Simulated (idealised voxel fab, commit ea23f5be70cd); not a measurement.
process module | voxel gate over fins
cross-section cut | 285 nm wide | cells 5 nm
A cross-section is a grid of square cells, given in bands from the top down. A band is one or more rows of cells.
Each band's line starts with the height of the band's top and of its bottom, in nm. Then come its materials from left to right, each with its width in nm. One material with "throughout" fills the band from edge to edge. "air" is empty space.
Height 0 is the level under which the wafer as received is all one material. The lowest band goes on downwards, as in "0 down".
A width such as "30 to 40" changes by the same amount from each row of cells to the next, from the band's top row to its bottom row.
"no change" after a step means that no cell of the cross-section changed.
closed voids: empty space of 8 cells or more with no open way to the top, each as width x height at its distance from the left edge, in nm
after a step's settings: what the simulator itself notes on the step
overlay nm, on a step with a mask: how far to the right of its planned place the mask lay; to the left if negative
Each pair below shows a cross-section before one step and the cross-section after it, down to the lowest band that changed. The line under each pair gives the step between them, with its settings. The pairs can come from different runs of this module on the same starting wafer, so a pair continues from the pair above only where its "before" says so.
before
  0 down: Si throughout
  closed voids: none
after
  10 to 0: SiN throughout
  below 0: unchanged
  closed voids: none
the step between: op CONFORMAL_DEP | material SiN | thk nm 10
before: the cross-section after the pair above
after
  25 to 10: air 115 | resist 15 | air 25 | resist 15 | air 115
  below 10: unchanged
  closed voids: none
the step between: op PATTERN | tone cover | mask id FINS | material resist | width nm 15 | pitch nm 40 | thk nm 15 | overlay nm 0
before: the cross-section after the pair above
after
  25 to 10: air 115 | resist 15 | air 25 | resist 15 | air 115
  10 to 0: air 115 | SiN 15 | air 25 | SiN 15 | air 115
  below 0: unchanged
  closed voids: none
the step between: op DIRECTIONAL_ETCH | etch materials SiN | depth nm 10
before: the cross-section after the pair above
after
  25 to 10: air 115 | resist 15 | air 25 | resist 15 | air 115
  10 to 0: air 115 | SiN 15 | air 25 | SiN 15 | air 115
  0 to -30: air 115 | Si 15 | air 25 | Si 15 | air 115
  below -30: unchanged
  closed voids: none
the step between: op DIRECTIONAL_ETCH | etch materials Si | depth nm 30
before: the cross-section after the pair above
after
  10 to 0: air 115 | SiN 15 | air 25 | SiN 15 | air 115
  below 0: unchanged
  closed voids: none
the step between: op STRIP | etch materials resist
before: the cross-section after the pair above
after
  15 to 10: SiO2 throughout
  10 to 0: SiO2 115 | SiN 15 | SiO2 25 | SiN 15 | SiO2 115
  0 to -30: SiO2 115 | Si 15 | SiO2 25 | Si 15 | SiO2 115
  below -30: unchanged
  closed voids: none
the step between: op FILL_DEP | material SiO2 | thk nm 5
before: the cross-section after the pair above
after
  10 to 0: SiO2 115 | SiN 15 | SiO2 25 | SiN 15 | SiO2 115
  below 0: unchanged
  closed voids: none
the step between: op CMP | height nm 10
before: the cross-section after the pair above
after
  10 to 0: air 115 | SiN 15 | air 25 | SiN 15 | air 115
  0 to -15: air 115 | Si 15 | air 25 | Si 15 | air 115
  below -15: unchanged
  closed voids: none
the step between: op SELECTIVE_ETCH | etch materials SiO2 | depth nm 25
before: the cross-section after the pair above
after
  0 to -15: air 115 | Si 15 | air 25 | Si 15 | air 115
  below -15: unchanged
  closed voids: none
the step between: op STRIP | etch materials SiN
before: the cross-section after the pair above
after
  5 to 0: air 110 | HfO2 25 | air 15 | HfO2 25 | air 110
  0 to -10: air 110 | HfO2 5 | Si 15 | HfO2 5 | air 15 | HfO2 5 | Si 15 | HfO2 5 | air 110
  -10 to -15: HfO2 115 | Si 15 | HfO2 25 | Si 15 | HfO2 115
  below -15: unchanged
  closed voids: none
the step between: op CONFORMAL_DEP | material HfO2 | thk nm 5
before: the cross-section after the pair above
after
  10 to 5: air 105 | TiN 35 | air 5 | TiN 35 | air 105
  5 to 0: air 105 | TiN 5 | HfO2 25 | TiN 5 | air 5 | TiN 5 | HfO2 25 | TiN 5 | air 105
  0 to -5: air 105 | TiN 5 | HfO2 5 | Si 15 | HfO2 5 | TiN 5 | air 5 | TiN 5 | HfO2 5 | Si 15 | HfO2 5 | TiN 5 | air 105
  -5 to -10: TiN 110 | HfO2 5 | Si 15 | HfO2 5 | TiN 15 | HfO2 5 | Si 15 | HfO2 5 | TiN 110
  below -10: unchanged
  closed voids: none
the step between: op CONFORMAL_DEP | material TiN | thk nm 5
before: the cross-section after the pair above
after
  20 to 10: W throughout
  10 to 5: W 105 | TiN 35 | W 5 | TiN 35 | W 105
  5 to 0: W 105 | TiN 5 | HfO2 25 | TiN 5 | W 5 | TiN 5 | HfO2 25 | TiN 5 | W 105
  0 to -5: W 105 | TiN 5 | HfO2 5 | Si 15 | HfO2 5 | TiN 5 | W 5 | TiN 5 | HfO2 5 | Si 15 | HfO2 5 | TiN 5 | W 105
  below -5: unchanged
  closed voids: none
the step between: op FILL_DEP | material W | thk nm 10
before: the cross-section after the pair above
after
  15 to 10: W throughout
  below 10: unchanged
  closed voids: none
the step between: op CMP | height nm 15
before: the cross-section after the pair above
after
  25 to 15: SiCN throughout
  below 15: unchanged
  closed voids: none
the step between: op CONFORMAL_DEP | material SiCN | thk nm 10
before
  0 to -15: air 115 | Si 15 | air 25 | Si 15 | air 115
  -15 to -30: SiO2 115 | Si 15 | SiO2 25 | Si 15 | SiO2 115
  -30 down: Si throughout
  closed voids: none
after
  5 to 0: air 110 | TiN 25 | air 15 | TiN 25 | air 110
  0 to -10: air 110 | TiN 5 | Si 15 | TiN 5 | air 15 | TiN 5 | Si 15 | TiN 5 | air 110
  -10 to -15: TiN 115 | Si 15 | TiN 25 | Si 15 | TiN 115
  below -15: unchanged
  closed voids: none
the step between: op CONFORMAL_DEP | material TiN | thk nm 5
before: the cross-section after the pair above
after
  15 to 5: W throughout
  5 to 0: W 110 | TiN 25 | W 15 | TiN 25 | W 110
  0 to -10: W 110 | TiN 5 | Si 15 | TiN 5 | W 15 | TiN 5 | Si 15 | TiN 5 | W 110
  below -10: unchanged
  closed voids: none
the step between: op FILL_DEP | material W | thk nm 10
before: the cross-section after the pair above
after
  25 to 15: SiCN throughout
  below 15: unchanged
  closed voids: none
the step between: op CONFORMAL_DEP | material SiCN | thk nm 10
before
  25 to 10: air 115 | resist 15 | air 25 | resist 15 | air 115
  10 to 0: air 115 | SiN 15 | air 25 | SiN 15 | air 115
  0 to -30: air 115 | Si 15 | air 25 | Si 15 | air 115
  -30 down: Si throughout
  closed voids: none
after
  25 to 10: air 115 | resist 15 | air 25 | resist 15 | air 115
  10 to 0: air 115 | SiN 15 | air 25 | SiN 15 | air 115
  0 to -60: air 115 | Si 15 | air 25 | Si 15 | air 115
  below -60: unchanged
  closed voids: none
the step between: op DIRECTIONAL_ETCH | etch materials Si | depth nm 30
before: the cross-section after the pair above
after
  10 to 0: air 115 | SiN 15 | air 25 | SiN 15 | air 115
  below 0: unchanged
  closed voids: none
the step between: op STRIP | etch materials resist
before: the cross-section after the pair above
after
  15 to 10: SiO2 throughout
  10 to 0: SiO2 115 | SiN 15 | SiO2 25 | SiN 15 | SiO2 115
  0 to -60: SiO2 115 | Si 15 | SiO2 25 | Si 15 | SiO2 115
  below -60: unchanged
  closed voids: none
the step between: op FILL_DEP | material SiO2 | thk nm 5
before: the cross-section after the pair above
after
  10 to 0: SiO2 115 | SiN 15 | SiO2 25 | SiN 15 | SiO2 115
  below 0: unchanged
  closed voids: none
the step between: op CMP | height nm 10
before: the cross-section after the pair above
after
  10 to 0: air 115 | SiN 15 | air 25 | SiN 15 | air 115
  0 to -15: air 115 | Si 15 | air 25 | Si 15 | air 115
  below -15: unchanged
  closed voids: none
the step between: op SELECTIVE_ETCH | etch materials SiO2 | depth nm 25
before: the cross-section after the pair above
after
  0 to -15: air 115 | Si 15 | air 25 | Si 15 | air 115
  below -15: unchanged
  closed voids: none
the step between: op STRIP | etch materials SiN
before: the cross-section after the pair above
after
  5 to 0: air 110 | HfO2 25 | air 15 | HfO2 25 | air 110
  0 to -10: air 110 | HfO2 5 | Si 15 | HfO2 5 | air 15 | HfO2 5 | Si 15 | HfO2 5 | air 110
  -10 to -15: HfO2 115 | Si 15 | HfO2 25 | Si 15 | HfO2 115
  below -15: unchanged
  closed voids: none
the step between: op CONFORMAL_DEP | material HfO2 | thk nm 5
before: the cross-section after the pair above
after
  10 to 5: air 105 | TiN 35 | air 5 | TiN 35 | air 105
  5 to 0: air 105 | TiN 5 | HfO2 25 | TiN 5 | air 5 | TiN 5 | HfO2 25 | TiN 5 | air 105
  0 to -5: air 105 | TiN 5 | HfO2 5 | Si 15 | HfO2 5 | TiN 5 | air 5 | TiN 5 | HfO2 5 | Si 15 | HfO2 5 | TiN 5 | air 105
  -5 to -10: TiN 110 | HfO2 5 | Si 15 | HfO2 5 | TiN 15 | HfO2 5 | Si 15 | HfO2 5 | TiN 110
  below -10: unchanged
  closed voids: none
the step between: op CONFORMAL_DEP | material TiN | thk nm 5
before: the cross-section after the pair above
after
  20 to 10: W throughout
  10 to 5: W 105 | TiN 35 | W 5 | TiN 35 | W 105
  5 to 0: W 105 | TiN 5 | HfO2 25 | TiN 5 | W 5 | TiN 5 | HfO2 25 | TiN 5 | W 105
  0 to -5: W 105 | TiN 5 | HfO2 5 | Si 15 | HfO2 5 | TiN 5 | W 5 | TiN 5 | HfO2 5 | Si 15 | HfO2 5 | TiN 5 | W 105
  below -5: unchanged
  closed voids: none
the step between: op FILL_DEP | material W | thk nm 10
before: the cross-section after the pair above
after
  15 to 10: W throughout
  below 10: unchanged
  closed voids: none
the step between: op CMP | height nm 15
before: the cross-section after the pair above
after
  25 to 15: SiCN throughout
  below 15: unchanged
  closed voids: none
the step between: op CONFORMAL_DEP | material SiCN | thk nm 10
before
  5 to 0: air 110 | TiN 25 | air 15 | TiN 25 | air 110
  0 to -10: air 110 | TiN 5 | Si 15 | TiN 5 | air 15 | TiN 5 | Si 15 | TiN 5 | air 110
  -10 to -15: TiN 115 | Si 15 | TiN 25 | Si 15 | TiN 115
  -15 to -30: SiO2 115 | Si 15 | SiO2 25 | Si 15 | SiO2 115
  -30 down: Si throughout
  closed voids: none
after
  10 to 5: air 105 | HfO2 35 | air 5 | HfO2 35 | air 105
  5 to 0: air 105 | HfO2 5 | TiN 25 | HfO2 5 | air 5 | HfO2 5 | TiN 25 | HfO2 5 | air 105
  0 to -5: air 105 | HfO2 5 | TiN 5 | Si 15 | TiN 5 | HfO2 5 | air 5 | HfO2 5 | TiN 5 | Si 15 | TiN 5 | HfO2 5 | air 105
  -5 to -10: HfO2 110 | TiN 5 | Si 15 | TiN 5 | HfO2 15 | TiN 5 | Si 15 | TiN 5 | HfO2 110
  below -10: unchanged
  closed voids: none
the step between: op CONFORMAL_DEP | material HfO2 | thk nm 5
before: the cross-section after the pair above
after
  20 to 10: W throughout
  10 to 5: W 105 | HfO2 35 | W 5 | HfO2 35 | W 105
  5 to 0: W 105 | HfO2 5 | TiN 25 | HfO2 5 | W 5 | HfO2 5 | TiN 25 | HfO2 5 | W 105
  0 to -5: W 105 | HfO2 5 | TiN 5 | Si 15 | TiN 5 | HfO2 5 | W 5 | HfO2 5 | TiN 5 | Si 15 | TiN 5 | HfO2 5 | W 105
  below -5: unchanged
  closed voids: none
the step between: op FILL_DEP | material W | thk nm 10
before: the cross-section after the pair above
after
  15 to 10: W throughout
  below 10: unchanged
  closed voids: none
the step between: op CMP | height nm 15
before: the cross-section after the pair above
after
  25 to 15: SiCN throughout
  below 15: unchanged
  closed voids: none
the step between: op CONFORMAL_DEP | material SiCN | thk nm 10
before
  10 to 0: SiO2 115 | SiN 15 | SiO2 25 | SiN 15 | SiO2 115
  0 to -30: SiO2 115 | Si 15 | SiO2 25 | Si 15 | SiO2 115
  -30 down: Si throughout
  closed voids: none
after
  10 to 0: air 115 | SiN 15 | air 25 | SiN 15 | air 115
  0 to -5: air 115 | Si 15 | air 25 | Si 15 | air 115
  below -5: unchanged
  closed voids: none
the step between: op SELECTIVE_ETCH | etch materials SiO2 | depth nm 15
before: the cross-section after the pair above
after
  0 to -5: air 115 | Si 15 | air 25 | Si 15 | air 115
  below -5: unchanged
  closed voids: none
the step between: op STRIP | etch materials SiN
before: the cross-section after the pair above
after
  5 to 0: air 110 | HfO2 25 | air 15 | HfO2 25 | air 110
  0 to -5: HfO2 115 | Si 15 | HfO2 25 | Si 15 | HfO2 115
  below -5: unchanged
  closed voids: none
the step between: op CONFORMAL_DEP | material HfO2 | thk nm 5
before: the cross-section after the pair above
after
  10 to 5: air 105 | TiN 35 | air 5 | TiN 35 | air 105
  5 to 0: TiN 110 | HfO2 25 | TiN 15 | HfO2 25 | TiN 110
  below 0: unchanged
  closed voids: none
the step between: op CONFORMAL_DEP | material TiN | thk nm 5
before: the cross-section after the pair above
after
  20 to 10: W throughout
  10 to 5: W 105 | TiN 35 | W 5 | TiN 35 | W 105
  below 5: unchanged
  closed voids: none
the step between: op FILL_DEP | material W | thk nm 10
before: the cross-section after the pair above
after
  15 to 10: W throughout
  below 10: unchanged
  closed voids: none
the step between: op CMP | height nm 15
before: the cross-section after the pair above
after
  25 to 15: SiCN throughout
  below 15: unchanged
  closed voids: none
the step between: op CONFORMAL_DEP | material SiCN | thk nm 10
before
  10 to 0: SiN throughout
  0 down: Si throughout
  closed voids: none
after
  25 to 10: air 110 | resist 25 | air 15 | resist 25 | air 110
  below 10: unchanged
  closed voids: none
the step between: op PATTERN | tone cover | mask id FINS | material resist | width nm 25 | pitch nm 40 | thk nm 15 | overlay nm 0
before: the cross-section after the pair above
after
  25 to 10: air 110 | resist 25 | air 15 | resist 25 | air 110
  10 to 0: air 110 | SiN 25 | air 15 | SiN 25 | air 110
  below 0: unchanged
  closed voids: none
the step between: op DIRECTIONAL_ETCH | etch materials SiN | depth nm 10
before: the cross-section after the pair above
after
  25 to 10: air 110 | resist 25 | air 15 | resist 25 | air 110
  10 to 0: air 110 | SiN 25 | air 15 | SiN 25 | air 110
  0 to -30: air 110 | Si 25 | air 15 | Si 25 | air 110
  below -30: unchanged
  closed voids: none
the step between: op DIRECTIONAL_ETCH | etch materials Si | depth nm 30
before: the cross-section after the pair above
after
  10 to 0: air 110 | SiN 25 | air 15 | SiN 25 | air 110
  below 0: unchanged
  closed voids: none
the step between: op STRIP | etch materials resist
before: the cross-section after the pair above
after
  15 to 10: SiO2 throughout
  10 to 0: SiO2 110 | SiN 25 | SiO2 15 | SiN 25 | SiO2 110
  0 to -30: SiO2 110 | Si 25 | SiO2 15 | Si 25 | SiO2 110
  below -30: unchanged
  closed voids: none
the step between: op FILL_DEP | material SiO2 | thk nm 5
before: the cross-section after the pair above
after
  10 to 0: SiO2 110 | SiN 25 | SiO2 15 | SiN 25 | SiO2 110
  below 0: unchanged
  closed voids: none
the step between: op CMP | height nm 10
before: the cross-section after the pair above
after
  10 to 0: air 110 | SiN 25 | air 15 | SiN 25 | air 110
  0 to -15: air 110 | Si 25 | air 15 | Si 25 | air 110
  below -15: unchanged
  closed voids: none
the step between: op SELECTIVE_ETCH | etch materials SiO2 | depth nm 25
before: the cross-section after the pair above
after
  0 to -15: air 110 | Si 25 | air 15 | Si 25 | air 110
  below -15: unchanged
  closed voids: none
the step between: op STRIP | etch materials SiN
before: the cross-section after the pair above
after
  5 to 0: air 105 | HfO2 35 | air 5 | HfO2 35 | air 105
  0 to -10: air 105 | HfO2 5 | Si 25 | HfO2 5 | air 5 | HfO2 5 | Si 25 | HfO2 5 | air 105
  -10 to -15: HfO2 110 | Si 25 | HfO2 15 | Si 25 | HfO2 110
  below -15: unchanged
  closed voids: none
the step between: op CONFORMAL_DEP | material HfO2 | thk nm 5
before: the cross-section after the pair above
after
  10 to 5: air 100 | TiN 85 | air 100
  5 to 0: air 100 | TiN 5 | HfO2 35 | TiN 5 | HfO2 35 | TiN 5 | air 100
  0 to -5: air 100 | TiN 5 | HfO2 5 | Si 25 | HfO2 5 | TiN 5 | HfO2 5 | Si 25 | HfO2 5 | TiN 5 | air 100
  -5 to -10: TiN 105 | HfO2 5 | Si 25 | HfO2 5 | TiN 5 | HfO2 5 | Si 25 | HfO2 5 | TiN 105
  below -10: unchanged
  closed voids: none
the step between: op CONFORMAL_DEP | material TiN | thk nm 5
before: the cross-section after the pair above
after
  20 to 10: W throughout
  10 to 5: W 100 | TiN 85 | W 100
  5 to 0: W 100 | TiN 5 | HfO2 35 | TiN 5 | HfO2 35 | TiN 5 | W 100
  0 to -5: W 100 | TiN 5 | HfO2 5 | Si 25 | HfO2 5 | TiN 5 | HfO2 5 | Si 25 | HfO2 5 | TiN 5 | W 100
  below -5: unchanged
  closed voids: none
the step between: op FILL_DEP | material W | thk nm 10
before: the cross-section after the pair above
after
  15 to 10: W throughout
  below 10: unchanged
  closed voids: none
the step between: op CMP | height nm 15
before: the cross-section after the pair above
after
  25 to 15: SiCN throughout
  below 15: unchanged
  closed voids: none
the step between: op CONFORMAL_DEP | material SiCN | thk nm 10
before
  10 to 0: SiN throughout
  0 down: Si throughout
  closed voids: none
after
  25 to 10: air 125 | resist 15 | air 25 | resist 15 | air 105
  below 10: unchanged
  closed voids: none
the step between: op PATTERN | tone cover | mask id FINS | material resist | width nm 15 | pitch nm 40 | thk nm 15 | overlay nm 10
before: the cross-section after the pair above
after
  25 to 10: air 125 | resist 15 | air 25 | resist 15 | air 105
  10 to 0: air 125 | SiN 15 | air 25 | SiN 15 | air 105
  below 0: unchanged
  closed voids: none
the step between: op DIRECTIONAL_ETCH | etch materials SiN | depth nm 10
before: the cross-section after the pair above
after
  25 to 10: air 125 | resist 15 | air 25 | resist 15 | air 105
  10 to 0: air 125 | SiN 15 | air 25 | SiN 15 | air 105
  0 to -30: air 125 | Si 15 | air 25 | Si 15 | air 105
  below -30: unchanged
  closed voids: none
the step between: op DIRECTIONAL_ETCH | etch materials Si | depth nm 30
before: the cross-section after the pair above
after
  10 to 0: air 125 | SiN 15 | air 25 | SiN 15 | air 105
  below 0: unchanged
  closed voids: none
the step between: op STRIP | etch materials resist
before: the cross-section after the pair above
after
  15 to 10: SiO2 throughout
  10 to 0: SiO2 125 | SiN 15 | SiO2 25 | SiN 15 | SiO2 105
  0 to -30: SiO2 125 | Si 15 | SiO2 25 | Si 15 | SiO2 105
  below -30: unchanged
  closed voids: none
the step between: op FILL_DEP | material SiO2 | thk nm 5
before: the cross-section after the pair above
after
  10 to 0: SiO2 125 | SiN 15 | SiO2 25 | SiN 15 | SiO2 105
  below 0: unchanged
  closed voids: none
the step between: op CMP | height nm 10
before: the cross-section after the pair above
after
  10 to 0: air 125 | SiN 15 | air 25 | SiN 15 | air 105
  0 to -15: air 125 | Si 15 | air 25 | Si 15 | air 105
  below -15: unchanged
  closed voids: none
the step between: op SELECTIVE_ETCH | etch materials SiO2 | depth nm 25
before: the cross-section after the pair above
after
  0 to -15: air 125 | Si 15 | air 25 | Si 15 | air 105
  below -15: unchanged
  closed voids: none
the step between: op STRIP | etch materials SiN
before: the cross-section after the pair above
after
  5 to 0: air 120 | HfO2 25 | air 15 | HfO2 25 | air 100
  0 to -10: air 120 | HfO2 5 | Si 15 | HfO2 5 | air 15 | HfO2 5 | Si 15 | HfO2 5 | air 100
  -10 to -15: HfO2 125 | Si 15 | HfO2 25 | Si 15 | HfO2 105
  below -15: unchanged
  closed voids: none
the step between: op CONFORMAL_DEP | material HfO2 | thk nm 5
before: the cross-section after the pair above
after
  10 to 5: air 115 | TiN 35 | air 5 | TiN 35 | air 95
  5 to 0: air 115 | TiN 5 | HfO2 25 | TiN 5 | air 5 | TiN 5 | HfO2 25 | TiN 5 | air 95
  0 to -5: air 115 | TiN 5 | HfO2 5 | Si 15 | HfO2 5 | TiN 5 | air 5 | TiN 5 | HfO2 5 | Si 15 | HfO2 5 | TiN 5 | air 95
  -5 to -10: TiN 120 | HfO2 5 | Si 15 | HfO2 5 | TiN 15 | HfO2 5 | Si 15 | HfO2 5 | TiN 100
  below -10: unchanged
  closed voids: none
the step between: op CONFORMAL_DEP | material TiN | thk nm 5
before: the cross-section after the pair above
after
  20 to 10: W throughout
  10 to 5: W 115 | TiN 35 | W 5 | TiN 35 | W 95
  5 to 0: W 115 | TiN 5 | HfO2 25 | TiN 5 | W 5 | TiN 5 | HfO2 25 | TiN 5 | W 95
  0 to -5: W 115 | TiN 5 | HfO2 5 | Si 15 | HfO2 5 | TiN 5 | W 5 | TiN 5 | HfO2 5 | Si 15 | HfO2 5 | TiN 5 | W 95
  below -5: unchanged
  closed voids: none
the step between: op FILL_DEP | material W | thk nm 10
before: the cross-section after the pair above
after
  15 to 10: W throughout
  below 10: unchanged
  closed voids: none
the step between: op CMP | height nm 15
before: the cross-section after the pair above
after
  25 to 15: SiCN throughout
  below 15: unchanged
  closed voids: none
the step between: op CONFORMAL_DEP | material SiCN | thk nm 10
before
  10 to 0: air 115 | SiN 15 | air 25 | SiN 15 | air 115
  0 to -15: air 115 | Si 15 | air 25 | Si 15 | air 115
  -15 to -30: SiO2 115 | Si 15 | SiO2 25 | Si 15 | SiO2 115
  -30 down: Si throughout
  closed voids: none
after
  10 to 0: air 115 | SiN 15 | air 25 | SiN 15 | air 115
  0 to -30: air 115 | Si 15 | air 25 | Si 15 | air 115
  below -30: unchanged
  closed voids: none
the step between: op STRIP | etch materials SiO2
before: the cross-section after the pair above
after
  15 to 10: air 110 | HfO2 25 | air 15 | HfO2 25 | air 110
  10 to 0: air 110 | HfO2 5 | SiN 15 | HfO2 5 | air 15 | HfO2 5 | SiN 15 | HfO2 5 | air 110
  0 to -25: air 110 | HfO2 5 | Si 15 | HfO2 5 | air 15 | HfO2 5 | Si 15 | HfO2 5 | air 110
  -25 to -30: HfO2 115 | Si 15 | HfO2 25 | Si 15 | HfO2 115
  below -30: unchanged
  closed voids: none
the step between: op CONFORMAL_DEP | material HfO2 | thk nm 5
before: the cross-section after the pair above
after
  20 to 15: air 105 | TiN 35 | air 5 | TiN 35 | air 105
  15 to 10: air 105 | TiN 5 | HfO2 25 | TiN 5 | air 5 | TiN 5 | HfO2 25 | TiN 5 | air 105
  10 to 0: air 105 | TiN 5 | HfO2 5 | SiN 15 | HfO2 5 | TiN 5 | air 5 | TiN 5 | HfO2 5 | SiN 15 | HfO2 5 | TiN 5 | air 105
  0 to -20: air 105 | TiN 5 | HfO2 5 | Si 15 | HfO2 5 | TiN 5 | air 5 | TiN 5 | HfO2 5 | Si 15 | HfO2 5 | TiN 5 | air 105
  -20 to -25: TiN 110 | HfO2 5 | Si 15 | HfO2 5 | TiN 15 | HfO2 5 | Si 15 | HfO2 5 | TiN 110
  below -25: unchanged
  closed voids: none
the step between: op CONFORMAL_DEP | material TiN | thk nm 5
before: the cross-section after the pair above
after
  30 to 20: W throughout
  20 to 15: W 105 | TiN 35 | W 5 | TiN 35 | W 105
  15 to 10: W 105 | TiN 5 | HfO2 25 | TiN 5 | W 5 | TiN 5 | HfO2 25 | TiN 5 | W 105
  10 to 0: W 105 | TiN 5 | HfO2 5 | SiN 15 | HfO2 5 | TiN 5 | W 5 | TiN 5 | HfO2 5 | SiN 15 | HfO2 5 | TiN 5 | W 105
  0 to -20: W 105 | TiN 5 | HfO2 5 | Si 15 | HfO2 5 | TiN 5 | W 5 | TiN 5 | HfO2 5 | Si 15 | HfO2 5 | TiN 5 | W 105
  below -20: unchanged
  closed voids: none
the step between: op FILL_DEP | material W | thk nm 10
before: the cross-section after the pair above
after
  15 to 10: W 105 | TiN 5 | HfO2 25 | TiN 5 | W 5 | TiN 5 | HfO2 25 | TiN 5 | W 105
  below 10: unchanged
  closed voids: none
the step between: op CMP | height nm 15
before: the cross-section after the pair above
after
  25 to 15: SiCN throughout
  below 15: unchanged
  closed voids: none
the step between: op CONFORMAL_DEP | material SiCN | thk nm 10
before
  10 to 0: SiN throughout
  0 down: Si throughout
  closed voids: none
after
  25 to 10: resist 115 | air 15 | resist 25 | air 15 | resist 115
  below 10: unchanged
  closed voids: none
the step between: op PATTERN | tone open | mask id FINS | material resist | width nm 15 | pitch nm 40 | thk nm 15 | overlay nm 0
before: the cross-section after the pair above
after
  25 to 10: resist 115 | air 15 | resist 25 | air 15 | resist 115
  10 to 0: SiN 115 | air 15 | SiN 25 | air 15 | SiN 115
  below 0: unchanged
  closed voids: none
the step between: op DIRECTIONAL_ETCH | etch materials SiN | depth nm 10
before: the cross-section after the pair above
after
  25 to 10: resist 115 | air 15 | resist 25 | air 15 | resist 115
  10 to 0: SiN 115 | air 15 | SiN 25 | air 15 | SiN 115
  0 to -30: Si 115 | air 15 | Si 25 | air 15 | Si 115
  below -30: unchanged
  closed voids: none
the step between: op DIRECTIONAL_ETCH | etch materials Si | depth nm 30
before: the cross-section after the pair above
after
  10 to 0: SiN 115 | air 15 | SiN 25 | air 15 | SiN 115
  below 0: unchanged
  closed voids: none
the step between: op STRIP | etch materials resist
before: the cross-section after the pair above
after
  15 to 10: SiO2 throughout
  10 to 0: SiN 115 | SiO2 15 | SiN 25 | SiO2 15 | SiN 115
  0 to -30: Si 115 | SiO2 15 | Si 25 | SiO2 15 | Si 115
  below -30: unchanged
  closed voids: none
the step between: op FILL_DEP | material SiO2 | thk nm 5
before: the cross-section after the pair above
after
  10 to 0: SiN 115 | SiO2 15 | SiN 25 | SiO2 15 | SiN 115
  below 0: unchanged
  closed voids: none
the step between: op CMP | height nm 10
before: the cross-section after the pair above
after
  10 to 0: SiN 115 | air 15 | SiN 25 | air 15 | SiN 115
  0 to -15: Si 115 | air 15 | Si 25 | air 15 | Si 115
  below -15: unchanged
  closed voids: none
the step between: op SELECTIVE_ETCH | etch materials SiO2 | depth nm 25
before: the cross-section after the pair above
after
  0 to -15: Si 115 | air 15 | Si 25 | air 15 | Si 115
  below -15: unchanged
  closed voids: none
the step between: op STRIP | etch materials SiN
before: the cross-section after the pair above
after
  5 to 0: HfO2 120 | air 5 | HfO2 35 | air 5 | HfO2 120
  0 to -10: Si 115 | HfO2 5 | air 5 | HfO2 5 | Si 25 | HfO2 5 | air 5 | HfO2 5 | Si 115
  -10 to -15: Si 115 | HfO2 15 | Si 25 | HfO2 15 | Si 115
  below -15: unchanged
  closed voids: none
the step between: op CONFORMAL_DEP | material HfO2 | thk nm 5
before: the cross-section after the pair above
after
  10 to 5: TiN throughout
  5 to 0: HfO2 120 | TiN 5 | HfO2 35 | TiN 5 | HfO2 120
  0 to -10: Si 115 | HfO2 5 | TiN 5 | HfO2 5 | Si 25 | HfO2 5 | TiN 5 | HfO2 5 | Si 115
  below -10: unchanged
  closed voids: none
the step between: op CONFORMAL_DEP | material TiN | thk nm 5
before: the cross-section after the pair above
after
  20 to 10: W throughout
  below 10: unchanged
  closed voids: none
the step between: op FILL_DEP | material W | thk nm 10
before: the cross-section after the pair above
after
  15 to 10: W throughout
  below 10: unchanged
  closed voids: none
the step between: op CMP | height nm 15
before: the cross-section after the pair above
after
  25 to 15: SiCN throughout
  below 15: unchanged
  closed voids: none
the step between: op CONFORMAL_DEP | material SiCN | thk nm 10
